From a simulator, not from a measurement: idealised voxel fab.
The process module presented herein is designated voxel lift off.
Cross-sectional view cut (width: 175 nm; square cell size: 5 nm).
Reading order for cross-sections: top band down to bottom band. Underlying form: a grid of square cells. Band size: one or more rows of cells.
Look at the band entry: it leads with the top's height and the bottom's height in nm. Then it lists the materials left to right, with a width in nm for each. The word "full width" on a single material says that material fills the band edge to edge. The word "blank" is empty space.
Measure heights from 0. That's the level where, below it, the as-received wafer is all one material. The lowest band is bottomless and extends downward; write it as in "0 down".
Width: "30 to 40" (first number = top row, second number = bottom row, same change from row to row of cells).
It should be understood that the words "no change", when stated for a given step, signify that the cross-section underwent no change in any of its cells during that step.
For the entry "Completely enclosed voids", the listed items are empty spaces with no open way to the top whose size is 8 cells or more; each item follows the pattern width x height at distance, where distance is from the left edge and all three are in nm.
It should be noted that, on the line of a given step, the content following the step's settings is a remark produced by the simulator itself with respect to that step.
Among the settings permitted on a step's line is "overlay nm"; applied to a step with a mask, it specifies the extent to which the mask lay to the right of its planned position, whereas a negative figure signifies a position to the left.

[Here's what the planned process steps look like]
1: RECEIVE (material Si)
2: CONFORMAL_DEP (material SiN; thk nm 15)
3: PATTERN (tone open; mask id LINES; material resist; width nm 15; pitch nm 35; thk nm 25; overlay nm 0)
4: DIRECTIONAL_DEP (material Ru; thk nm 10)
5: STRIP (etch materials resist)
6: CONFORMAL_DEP (material SiCN; thk nm 10)

[Here's what the wafer looked like in cross-section when it arrived - that's after step 1]
> 0 down | Si full width
> Completely enclosed voids: none

[Cross-section taken at module completion on the first of two wafers; processed per the plan]
> 35 to 25 | 15 nm blank  140 nm SiCN  20 nm blank
> 25 to 15 | 25 nm SiCN  15 nm Ru  20 nm SiCN  15 nm Ru  20 nm SiCN  15 nm Ru  20 nm SiCN  15 nm Ru  30 nm SiCN
> 15 to 0 | SiN full width
> 0 down | Si full width
> Completely enclosed voids: none

[So this is wafer number two of the two, cut at the end of the module - it started where the first did and had the same plan, we just got one thing wrong running it]
> 35 to 25 | 15 nm blank  140 nm SiN  20 nm blank
> 25 to 15 | 25 nm SiN  15 nm Ru  20 nm SiN  15 nm Ru  20 nm SiN  15 nm Ru  20 nm SiN  15 nm Ru  30 nm SiN
> 15 to 0 | SiN full width
> 0 down | Si full width
> Completely enclosed voids: none
Short version of what went wrong: in deviation from the planned setting, step 6 was conducted as CONFORMAL_DEP (material SiN; thk nm 10)
It is noted that, at the conclusion of processing, the second wafer exhibits a higher or lower cell count for certain materials relative to the first: SiCN: 102 fewer, SiN: 102 more
